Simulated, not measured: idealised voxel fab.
The document below concerns the process module designated voxel spacer lines.
The figure presents cross-section cut, which has a width of 225 nm and is divided into square cells with an edge length of 5 nm.
For the purposes of this document, a cross-section shall be understood as a grid of square cells, specified as bands listed in top-to-bottom order, each band consisting of one or more rows of cells. First you get the band's top height and its bottom height, in nm, and then the materials it's made of, left to right, with each width in nm. If you see a single material with "everywhere", that one covers the band edge to edge. "air" is empty space. Measure heights from 0. That's the level where, below it, the as-received wafer is all one material. The lowest band is bottomless and extends downward; write it as in "0 down". Note: "30->40" means the width goes from the first number (top row of the band) to the second number (bottom row) in equal steps per row of cells. Step marked "no alterations made"? Then no cell in the cross-section changed in it. The entry "Closed internal voids" lists the empty spaces that cover at least 8 cells and have no open path to the top. Each is written as width x height at distance, where the distance is measured from the left edge and all three values are in nm. Step line, after settings: the simulator's comment on this step. The optional step-line setting "overlay nm" applies to steps with a mask and quantifies how far to the right of its planned location the mask lay, a negative value indicating leftward placement.

### Process steps - plan
1) RECEIVE (material Si)
2) CONFORMAL_DEP (material Al2O3; thk nm 10)
3) DIRECTIONAL_DEP (material TiN; thk nm 10)
4) DIRECTIONAL_DEP (material aC; thk nm 25)
5) PATTERN (tone cover; mask id MANDREL; material resist; width nm 25; pitch nm 70; thk nm 35; overlay nm 0)
6) DIRECTIONAL_ETCH (etch materials aC; depth nm 25)
7) STRIP (etch materials resist)
8) CONFORMAL_DEP (material SiO2; thk nm 10)
9) DIRECTIONAL_ETCH (etch materials SiO2; depth nm 10)
10) STRIP (etch materials aC)
11) DIRECTIONAL_ETCH (etch materials TiN; depth nm 10)
12) STRIP (etch materials SiO2)
13) FILL_DEP (material lowk; thk nm 10)
14) CMP (height nm 20)

### Delivered wafer in cross-section: state after step 1
* 0 down = Si everywhere
* Closed internal voids: none

### Wafer cross-section at end of module: start and plan as shown above, one execution error
* 20 to 10 = lowk everywhere
* 10 to 0 = lowk 20 nm, then TiN 10 nm, then lowk 25 nm, then TiN 10 nm, then lowk 25 nm, then TiN 10 nm, then lowk 25 nm, then TiN 10 nm, then lowk 25 nm, then TiN 10 nm, then lowk 25 nm, then TiN 10 nm, then lowk 20 nm
* 0 down = Si everywhere
* Closed internal voids: none
What went wrong in running the wafer? plan step 2: skipped, not run
